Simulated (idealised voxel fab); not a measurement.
process module | voxel transistor to metal
cross-section cut | 180 nm wide | cells 5 nm
A cross-section is a grid of square cells, given in bands from the top down. A band is one or more rows of cells.
Each band's line starts with the height of the band's top and of its bottom, in nm. Then come its materials from left to right, each with its width in nm. One material with "throughout" fills the band from edge to edge. "air" is empty space.
Height 0 is the level under which the wafer as received is all one material. The lowest band goes on downwards, as in "0 down".
A width such as "30 to 40" changes by the same amount from each row of cells to the next, from the band's top row to its bottom row.
"no change" after a step means that no cell of the cross-section changed.
closed voids: empty space of 8 cells or more with no open way to the top, each as width x height at its distance from the left edge, in nm
after a step's settings: what the simulator itself notes on the step
overlay nm, on a step with a mask: how far to the right of its planned place the mask lay; to the left if negative
plan
1 op RECEIVE | material Si
2 op CONFORMAL_DEP | material SiO2 | thk nm 5
3 op CONFORMAL_DEP | material SiN | thk nm 10
4 op MASKED_ETCH | tone cover | mask id ACTIVE | width nm 95 | etch materials SiN | depth nm 10 | overlay nm 0
5 op MASKED_ETCH | tone cover | mask id ACTIVE | width nm 95 | etch materials SiO2 | depth nm 5 | overlay nm 0
6 op MASKED_ETCH | tone cover | mask id ACTIVE | width nm 95 | etch materials Si | depth nm 35 | overlay nm 0
7 op OXIDIZE | depth nm 5
8 op FILL_DEP | material SiO2 | thk nm 10
9 op CMP | height nm 15
10 op SELECTIVE_ETCH | etch materials SiO2 | depth nm 10
11 op STRIP | etch materials SiN
12 op SELECTIVE_ETCH | etch materials SiO2 | depth nm 5
13 op OXIDIZE | depth nm 5
14 op DIRECTIONAL_DEP | material polySi | thk nm 30
15 op DIRECTIONAL_DEP | material SiCN | thk nm 15
16 op PATTERN | tone cover | mask id GATE | material resist | width nm 25 | thk nm 15 | overlay nm 0
17 op DIRECTIONAL_ETCH | etch materials SiCN | depth nm 25
18 op DIRECTIONAL_ETCH | etch materials polySi | depth nm 40
19 op STRIP | etch materials resist
20 op CONFORMAL_DEP | material SiN | thk nm 5
21 op DIRECTIONAL_ETCH | etch materials SiN | depth nm 5
22 op DIRECTIONAL_ETCH | etch materials SiO2 | depth nm 5
23 op EPI | material SiGe | thk nm 5
24 op FILL_DEP | material SiO2 | thk nm 5
25 op CMP | height nm 30
26 op STRIP | etch materials polySi
27 op SELECTIVE_ETCH | etch materials SiO2 | depth nm 5
28 op CONFORMAL_DEP | material HfO2 | thk nm 5
29 op CONFORMAL_DEP | material TiN | thk nm 5
30 op FILL_DEP | material W | thk nm 10
31 op CMP | height nm 25
32 op DIRECTIONAL_DEP | material SiO2 | thk nm 15
33 op PATTERN | tone open | mask id CONTACT | material resist | width nm 15 | pitch nm 70 | thk nm 15 | overlay nm 0
34 op DIRECTIONAL_ETCH | etch materials SiO2 | depth nm 40
35 op STRIP | etch materials resist
36 op CONFORMAL_DEP | material TiN | thk nm 5
37 op FILL_DEP | material Ru | thk nm 10
38 op CMP | height nm 40
39 op CONFORMAL_DEP | material SiN | thk nm 5
40 op DIRECTIONAL_DEP | material SiO2 | thk nm 25
41 op PATTERN | tone open | mask id METAL_1 | material resist | width nm 15 | pitch nm 70 | thk nm 15 | overlay nm 0
42 op DIRECTIONAL_ETCH | etch materials SiO2 | depth nm 25
43 op DIRECTIONAL_ETCH | etch materials SiN | depth nm 5
44 op STRIP | etch materials resist
45 op CONFORMAL_DEP | material TiN | thk nm 5
46 op FILL_DEP | material Cu | thk nm 10
47 op CMP | height nm 70
48 op CONFORMAL_DEP | material SiCN | thk nm 5
49 op DIRECTIONAL_DEP | material SiO2 | thk nm 30
50 op DIRECTIONAL_DEP | material aC | thk nm 10
51 op PATTERN | tone open | mask id METAL_2 | material resist | width nm 15 | pitch nm 70 | thk nm 25 | overlay nm 0
52 op DIRECTIONAL_ETCH | etch materials aC | depth nm 10
53 op STRIP | etch materials resist
54 op DIRECTIONAL_ETCH | etch materials SiO2 | depth nm 15
55 op STRIP | etch materials aC
56 op DIRECTIONAL_DEP | material aC | thk nm 15
57 op PATTERN | tone open | mask id METAL_2_HOLES | material resist | width nm 15 | pitch nm 70 | thk nm 30 | overlay nm 0
58 op DIRECTIONAL_ETCH | etch materials aC | depth nm 15
59 op STRIP | etch materials resist
60 op DIRECTIONAL_ETCH | etch materials SiO2 | depth nm 15
61 op DIRECTIONAL_ETCH | etch materials SiCN | depth nm 5
62 op STRIP | etch materials aC
63 op CONFORMAL_DEP | material TiN | thk nm 5
64 op FILL_DEP | material Cu | thk nm 10
65 op CMP | height nm 105
66 op CONFORMAL_DEP | material SiCN | thk nm 5
varied across the wafers: width nm of step 33. The plan shows the first wafer's value. All wafers start alike
first wafer as received, after step 1
  0 down: Si throughout
  closed voids: none
first wafer at the end, after step 66
  110 to 105: SiCN throughout
  105 to 75: SiO2 45 | TiN 5 | Cu 5 | TiN 5 | SiO2 55 | TiN 5 | Cu 5 | TiN 5 | SiO2 50
  75 to 70: SiCN 45 | TiN 15 | SiCN 55 | TiN 15 | SiCN 50
  70 to 45: SiO2 45 | TiN 5 | Cu 5 | TiN 5 | SiO2 55 | TiN 5 | Cu 5 | TiN 5 | SiO2 50
  45 to 40: SiN 45 | TiN 15 | SiN 55 | TiN 15 | SiN 50
  40 to 25: SiO2 45 | TiN 5 | Ru 5 | TiN 5 | SiO2 55 | TiN 5 | Ru 5 | TiN 5 | SiO2 50
  25 to 5: SiO2 45 | TiN 5 | Ru 5 | TiN 5 | SiO2 10 | SiN 5 | HfO2 5 | TiN 5 | W 5 | TiN 5 | HfO2 5 | SiN 5 | SiO2 10 | TiN 5 | Ru 5 | TiN 5 | SiO2 50
  5 to 0: SiO2 45 | TiN 15 | SiO2 10 | SiN 5 | HfO2 5 | TiN 15 | HfO2 5 | SiN 5 | SiO2 10 | TiN 15 | SiO2 50
  0 to -5: SiO2 40 | SiGe 30 | HfO2 35 | SiGe 30 | SiO2 45
  -5 to -40: SiO2 45 | Si 85 | SiO2 50
  -40 down: Si throughout
  closed voids: none
last wafer at the end
  110 to 105: SiCN throughout
  105 to 75: SiO2 45 | TiN 5 | Cu 5 | TiN 5 | SiO2 55 | TiN 5 | Cu 5 | TiN 5 | SiO2 50
  75 to 70: SiCN 45 | TiN 15 | SiCN 55 | TiN 15 | SiCN 50
  70 to 45: SiO2 45 | TiN 5 | Cu 5 | TiN 5 | SiO2 55 | TiN 5 | Cu 5 | TiN 5 | SiO2 50
  45 to 40: SiN 45 | TiN 15 | SiN 55 | TiN 15 | SiN 50
  40 to 25: SiO2 40 | TiN 5 | Ru 20 | TiN 5 | SiO2 40 | TiN 5 | Ru 20 | TiN 5 | SiO2 40
  25 to 5: SiO2 40 | TiN 5 | Ru 20 | TiN 5 | SiN 5 | HfO2 5 | TiN 5 | W 5 | TiN 5 | HfO2 5 | SiN 5 | SiO2 5 | TiN 5 | Ru 20 | TiN 5 | SiO2 40
  5 to 0: SiO2 40 | TiN 30 | SiN 5 | HfO2 5 | TiN 15 | HfO2 5 | SiN 5 | SiO2 5 | TiN 30 | SiO2 40
  0 to -5: SiO2 40 | SiGe 30 | HfO2 35 | SiGe 30 | SiO2 45
  -5 to -40: SiO2 45 | Si 85 | SiO2 50
  -40 down: Si throughout
  closed voids: none
each wafer at the end: cells of each material gained (+) or lost (-) since it was received, then its closed voids
width nm 15 | +22 Cu | +17 HfO2 | +14 Ru | -169 Si | +66 SiCN | +12 SiGe | +40 SiN | +685 SiO2 | +101 TiN | +4 W | closed voids: none
width nm 20 | +22 Cu | +17 HfO2 | +28 Ru | -169 Si | +66 SiCN | +12 SiGe | +40 SiN | +669 SiO2 | +103 TiN | +4 W | closed voids: none
width nm 25 | +22 Cu | +17 HfO2 | +42 Ru | -169 Si | +66 SiCN | +12 SiGe | +40 SiN | +653 SiO2 | +105 TiN | +4 W | closed voids: none
width nm 30 | +22 Cu | +17 HfO2 | +56 Ru | -169 Si | +66 SiCN | +12 SiGe | +40 SiN | +637 SiO2 | +107 TiN | +4 W | closed voids: none
